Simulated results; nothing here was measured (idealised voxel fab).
The process module presented herein is designated voxel double patterning.
Square cell edge 5 nm, section width 190 nm, ID cut.
Bands, listed from the top down, are how a cross-section gets written in this document; the cross-section itself is a grid of square cells, and a band is one or more rows of them.
In this notation a band is specified by the heights of its top and bottom, in that order and in nm, after which its materials appear from left to right, each paired with its width in nm. The word "edge to edge" attached to a single material means that material fills the band from edge to edge; the word "empty" stands for empty space.
Heights are measured from 0, the level below which the as-received wafer is all one material; the lowest band has no bottom and continues downward, written as in "0 down".
Quick explanation for "30 to 40": the width changes in equal steps down the rows of cells, from the first number in the band's top row to the second number in its bottom row.
"no modifications" (step): cross-section cells unchanged, all of them.
The entry "Internal closed voids" lists the empty spaces that cover at least 8 cells and have no open path to the top. Each is written as width x height at distance, where the distance is measured from the left edge and all three values are in nm.
Whatever follows a step's settings on its line is a remark the simulator itself makes about that step.
The optional step-line setting "overlay nm" applies to steps with a mask and quantifies how far to the right of its planned location the mask lay, a negative value indicating leftward placement.
-- The planned process steps are enumerated hereunder
1 RECEIVE, material Si
2 CONFORMAL_DEP, material SiO2, thk nm 5
3 DIRECTIONAL_DEP, material TiN, thk nm 10
4 DIRECTIONAL_DEP, material SiN, thk nm 10
5 DIRECTIONAL_DEP, material aC, thk nm 15
6 PATTERN, tone open, mask id FIRST, material resist, width nm 15, pitch nm 50, thk nm 30, overlay nm -15
7 DIRECTIONAL_ETCH, etch materials aC, depth nm 15
8 STRIP, etch materials resist
9 DIRECTIONAL_ETCH, etch materials SiN, depth nm 10
10 STRIP, etch materials aC
11 DIRECTIONAL_DEP, material aC, thk nm 15
12 PATTERN, tone open, mask id SECOND, material resist, width nm 15, thk nm 30, overlay nm 0
13 DIRECTIONAL_ETCH, etch materials aC, depth nm 15
14 STRIP, etch materials resist
15 DIRECTIONAL_ETCH, etch materials SiN, depth nm 10
16 STRIP, etch materials aC
17 DIRECTIONAL_ETCH, etch materials TiN, depth nm 10
18 STRIP, etch materials SiN
Variable across wafers: step 6 overlay nm (plan value is that of the first wafer; starting state common to all).
-- Cross-section of the first of several wafers on receipt, reflecting completion of step 1
- 0 down  Si edge to edge
- Internal closed voids: none
-- Post step 18, the closing step of the module: first of several wafers, cross-sectioned
- 15 to 5  TiN 45 nm  empty 15 nm  TiN 25 nm  empty 25 nm  TiN 80 nm
- 5 to 0  SiO2 edge to edge
- 0 down  Si edge to edge
- Internal closed voids: none
-- Cross-section of the last wafer at end of module
- 15 to 5  TiN 75 nm  empty 25 nm  TiN 25 nm  empty 15 nm  TiN 50 nm
- 5 to 0  SiO2 edge to edge
- 0 down  Si edge to edge
- Internal closed voids: none
-- Below is a per-wafer table. In it, each row describes the wafer at the end of the module by giving, for each material, the number of cells gained (+) or lost (-) since the wafer was received, and after that the closed voids of the wafer
overlay nm -15; +38 SiO2; +60 TiN; Internal closed voids: none
overlay nm -10; +38 SiO2; +58 TiN; Internal closed voids: none
overlay nm -5; +38 SiO2; +58 TiN; Internal closed voids: none
overlay nm 0; +38 SiO2; +58 TiN; Internal closed voids: none
overlay nm 5; +38 SiO2; +58 TiN; Internal closed voids: none
overlay nm 10; +38 SiO2; +58 TiN; Internal closed voids: none
overlay nm 15; +38 SiO2; +60 TiN; Internal closed voids: none
